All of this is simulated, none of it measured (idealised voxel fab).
The following is a process module called voxel released beams.
Section cut is 215 nm wide and gridded with 5 nm square cells.
Cross-section format: a grid of square cells, given as bands from top to bottom; each band is one or more rows of cells. Band entry format. Leading values: height of top, height of bottom, nm. Remainder: materials in left-to-right order, each with its width in nm. Special words: "all across" on a single material, which then fills the band edge to edge; "air", empty space. The level at which height equals 0 is the one under which the wafer, as it arrives, is entirely one material. No lower edge exists for the bottom band, which continues downward and is notated as in "top 0, no bottom". A width such as "30..40" changes by the same amount from each row of cells to the next, from the band's top row to its bottom row. The cross-section has no changed cell in any step marked "nothing changed". In the "Voids lacking openings" entry, you get each enclosed empty space of 8 cells or more, one with no open way to the top, written width x height at distance, distance from the left edge, in nm. That trailing text on a step's line, after the settings, is the simulator's own remark on the step. "overlay nm" on a masked step: distance the mask lay right of its planned place, negative for left.
[This section lists the process steps that were planned]
- 1: RECEIVE: material Si
- 2: CONFORMAL_DEP: material SiN, thk nm 10
- 3: DIRECTIONAL_DEP: material SiO2, thk nm 10
- 4: DIRECTIONAL_DEP: material aC, thk nm 10
- 5: PATTERN: tone open, mask id ANCHOR, material resist, width nm 40, thk nm 25, overlay nm 0
- 6: DIRECTIONAL_ETCH: etch materials aC, depth nm 10
- 7: STRIP: etch materials resist
- 8: DIRECTIONAL_ETCH: etch materials SiO2, depth nm 10
- 9: STRIP: etch materials aC
- 10: CONFORMAL_DEP: material polySi, thk nm 15
- 11: MASKED_ETCH: tone cover, mask id BEAM, width nm 100, etch materials polySi, depth nm 15, overlay nm 0
- 12: STRIP: etch materials SiO2
[Run as planned: first of two wafers]
[As received (post step 1): cross-section]
top 0, no bottom | Si all across
Voids lacking openings: none
[Cross-section through the wafer, step 2 finished]
top 10, bottom 0 | SiN all across
Unchanged below 0.
[Cross-section through the wafer, step 3 finished]
top 20, bottom 10 | SiO2 all across
Unchanged below 10.
[Cross-section through the wafer, step 4 finished]
top 30, bottom 20 | aC all across
Unchanged below 20.
[Cross-section through the wafer, step 5 finished]
top 55, bottom 30 | resist=60 | air=40 | resist=115
Unchanged below 30.
[Cross-section through the wafer, step 6 finished]
top 45, bottom 30 | resist=60 | air=40 | resist=115
top 30, bottom 20 | aC=60 | air=40 | aC=115
Unchanged below 20.
[Cross-section through the wafer, step 7 finished]
top 30, bottom 20 | aC=60 | air=40 | aC=115
Unchanged below 20.
[Cross-section through the wafer, step 8 finished]
top 30, bottom 20 | aC=60 | air=40 | aC=115
top 20, bottom 10 | SiO2=60 | air=40 | SiO2=115
Unchanged below 10.
[Cross-section through the wafer, step 9 finished]
top 20, bottom 10 | SiO2=60 | air=40 | SiO2=115
Unchanged below 10.
[Cross-section through the wafer, step 10 finished]
top 35, bottom 25 | polySi=75 | air=10 | polySi=130
top 25, bottom 20 | polySi all across
top 20, bottom 10 | SiO2=60 | polySi=40 | SiO2=115
Unchanged below 10.
[Cross-section through the wafer, step 11 finished]
top 35, bottom 25 | air=55 | polySi=20 | air=10 | polySi=70 | air=60
top 25, bottom 20 | air=55 | polySi=100 | air=60
Unchanged below 20.
[Cross-section through the wafer, step 12 finished]
top 35, bottom 25 | air=55 | polySi=20 | air=10 | polySi=70 | air=60
top 25, bottom 20 | air=55 | polySi=100 | air=60
top 20, bottom 10 | air=60 | polySi=40 | air=115
Unchanged below 10.
[It is to be noted that the second wafer proceeded from the same initial state and according to the same plan as the first, although one mistake was committed in its execution; through step 4, inclusive, the two wafers share an identical history]
[Second wafer shown in cross-section at the time step 5 was slated to end]
top 55, bottom 30 | air=60 | resist=40 | air=115
Unchanged below 30.
[Second wafer shown in cross-section at the time step 6 was slated to end]
top 45, bottom 30 | air=60 | resist=40 | air=115
top 30, bottom 20 | air=60 | aC=40 | air=115
Unchanged below 20.
[Second wafer shown in cross-section at the time step 7 was slated to end]
top 30, bottom 20 | air=60 | aC=40 | air=115
Unchanged below 20.
[Second wafer shown in cross-section at the time step 8 was slated to end]
top 30, bottom 20 | air=60 | aC=40 | air=115
top 20, bottom 10 | air=60 | SiO2=40 | air=115
Unchanged below 10.
[Second wafer shown in cross-section at the time step 9 was slated to end]
top 20, bottom 10 | air=60 | SiO2=40 | air=115
Unchanged below 10.
[Second wafer shown in cross-section at the time step 10 was slated to end]
top 35, bottom 25 | air=45 | polySi=70 | air=100
top 25, bottom 20 | polySi all across
top 20, bottom 10 | polySi=60 | SiO2=40 | polySi=115
Unchanged below 10.
[Second wafer shown in cross-section at the time step 11 was slated to end]
top 35, bottom 25 | air=55 | polySi=60 | air=100
top 25, bottom 20 | air=55 | polySi=100 | air=60
top 20, bottom 10 | air=45 | polySi=15 | SiO2=40 | polySi=55 | air=60
Unchanged below 10.
Second wafer shown in cross-section at the time step 12 was slated to end: nothing changed
What broke from the plan during processing? heads up, step 5 didn't go per plan, it actually ran as PATTERN: tone cover, mask id ANCHOR, material resist, width nm 40, thk nm 25, overlay nm 0
at the end the second wafer has, in cells: SiO2 +16
